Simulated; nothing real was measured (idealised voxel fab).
process module | voxel ribs on slabs
cross-section cut | 245 nm wide | cells 5 nm
A cross-section is a grid of square cells, given in bands from the top down. A band is one or more rows of cells.
Each band's line starts with the height of the band's top and of its bottom, in nm. Then come its materials from left to right, each with its width in nm. One material with "throughout" fills the band from edge to edge. "air" is empty space.
Height 0 is the level under which the wafer as received is all one material. The lowest band goes on downwards, as in "0 down".
A width such as "30 to 40" changes by the same amount from each row of cells to the next, from the band's top row to its bottom row.
"no change" after a step means that no cell of the cross-section changed.
closed voids: empty space of 8 cells or more with no open way to the top, each as width x height at its distance from the left edge, in nm
after a step's settings: what the simulator itself notes on the step
overlay nm, on a step with a mask: how far to the right of its planned place the mask lay; to the left if negative
plan
1 op RECEIVE | material Si
2 op DIRECTIONAL_DEP | material SiO2 | thk nm 20
3 op DIRECTIONAL_DEP | material SiN | thk nm 20
4 op MASKED_ETCH | tone cover | mask id RIB | width nm 15 | etch materials SiN | depth nm 5 | overlay nm 0
5 op MASKED_ETCH | tone cover | mask id SLAB | width nm 45 | etch materials SiN | depth nm 10 | overlay nm 0
6 op FILL_DEP | material SiO2 | thk nm 25
7 op CMP | height nm 55
8 op DIRECTIONAL_DEP | material W | thk nm 10
9 op DIRECTIONAL_DEP | material aC | thk nm 15
10 op PATTERN | tone cover | mask id HEATER | material resist | width nm 25 | thk nm 30 | overlay nm 0
11 op DIRECTIONAL_ETCH | etch materials aC | depth nm 15
12 op STRIP | etch materials resist
13 op DIRECTIONAL_ETCH | etch materials W | depth nm 10
14 op STRIP | etch materials aC
15 op CONFORMAL_DEP | material SiO2 | thk nm 5
varied across the wafers: depth nm of step 4. The plan shows the first wafer's value. All wafers start alike
first wafer as received, after step 1
  0 down: Si throughout
  closed voids: none
each wafer at the end: cells of each material gained (+) or lost (-) since it was received, then its closed voids
depth nm 5 | +70 SiN | +522 SiO2 | +10 W | closed voids: none
depth nm 10 | +24 SiN | +568 SiO2 | +10 W | closed voids: none
depth nm 15 | +18 SiN | +574 SiO2 | +10 W | closed voids: none
depth nm 20 | +12 SiN | +580 SiO2 | +10 W | closed voids: none
depth nm 25 | +12 SiN | +580 SiO2 | +10 W | closed voids: none
